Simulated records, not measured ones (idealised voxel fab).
Module name: voxel ribs on slabs (process module)
Cross-section cut: width 250 nm, square cells of 5 nm.
In this document a cross-section is written as a grid of square cells. It is given as a series of bands, listed from the top down, and a band is one or more rows of cells. Look at the band entry: it leads with the top's height and the bottom's height in nm. Then it lists the materials left to right, with a width in nm for each. The word "edge to edge" on a single material says that material fills the band edge to edge. The word "air" is empty space. Heights are expressed relative to 0, this being the level below which the as-received wafer comprises one material exclusively. The lowest band is unbounded in the downward direction and is denoted as in "from 0 down". So if you see something like "30->40" for the width, read it as the top row of the band sitting at the first number and the bottom row at the second, with every row in between moving by the same amount as the last. Given "no modification" for a step, no cell of the cross-section differs between before and after that step. What "Closed internal voids" gives you is every empty space of 8 cells or more that is cut off from the top. Each appears as width x height at distance, with the distance taken from the left edge and width, height and distance all in nm. Heads up: the bit after the settings on a step's line is the simulator's remark on that step. If you see "overlay nm" on a step's line and that step has a mask, it's telling you how far right of where it was planned the mask ended up; a negative number means it went left instead.
Process steps (planned)
1 RECEIVE [material Si]
2 DIRECTIONAL_DEP [material SiO2] [thk nm 30]
3 DIRECTIONAL_DEP [material polySi] [thk nm 20]
4 PATTERN [tone cover] [mask id RIB] [material resist] [width nm 30] [thk nm 20] [overlay nm 0]
5 DIRECTIONAL_ETCH [etch materials polySi] [depth nm 5]
6 STRIP [etch materials resist]
7 MASKED_ETCH [tone cover] [mask id SLAB] [width nm 90] [etch materials polySi] [depth nm 15] [overlay nm 0]
8 FILL_DEP [material SiO2] [thk nm 15]
9 CMP [height nm 60]
10 DIRECTIONAL_DEP [material TiN] [thk nm 5]
11 DIRECTIONAL_DEP [material aC] [thk nm 10]
12 PATTERN [tone cover] [mask id HEATER] [material resist] [width nm 40] [thk nm 25] [overlay nm 0]
13 DIRECTIONAL_ETCH [etch materials aC] [depth nm 10]
14 STRIP [etch materials resist]
15 DIRECTIONAL_ETCH [etch materials TiN] [depth nm 5]
16 STRIP [etch materials aC]
17 CONFORMAL_DEP [material SiO2] [thk nm 10]
As-received wafer cross-section (after step 1)
    from 0 down | Si edge to edge
    Closed internal voids: none
The module was run from the start shown above using the plan shown above, but one mistake was made doing it; the resulting wafer cross-section is below
    from 80 to 75 | air=90; SiO2=70; air=90
    from 75 to 65 | SiO2 edge to edge
    from 65 to 60 | SiO2=105; TiN=40; SiO2=105
    from 60 to 50 | SiO2 edge to edge
    from 50 to 45 | SiO2=110; polySi=30; SiO2=110
    from 45 to 30 | SiO2=80; polySi=90; SiO2=80
    from 30 to 0 | SiO2 edge to edge
    from 0 down | Si edge to edge
    Closed internal voids: none
Against the plan, the run slipped here: contrary to plan, step 17 was performed as CONFORMAL_DEP [material SiO2] [thk nm 15]
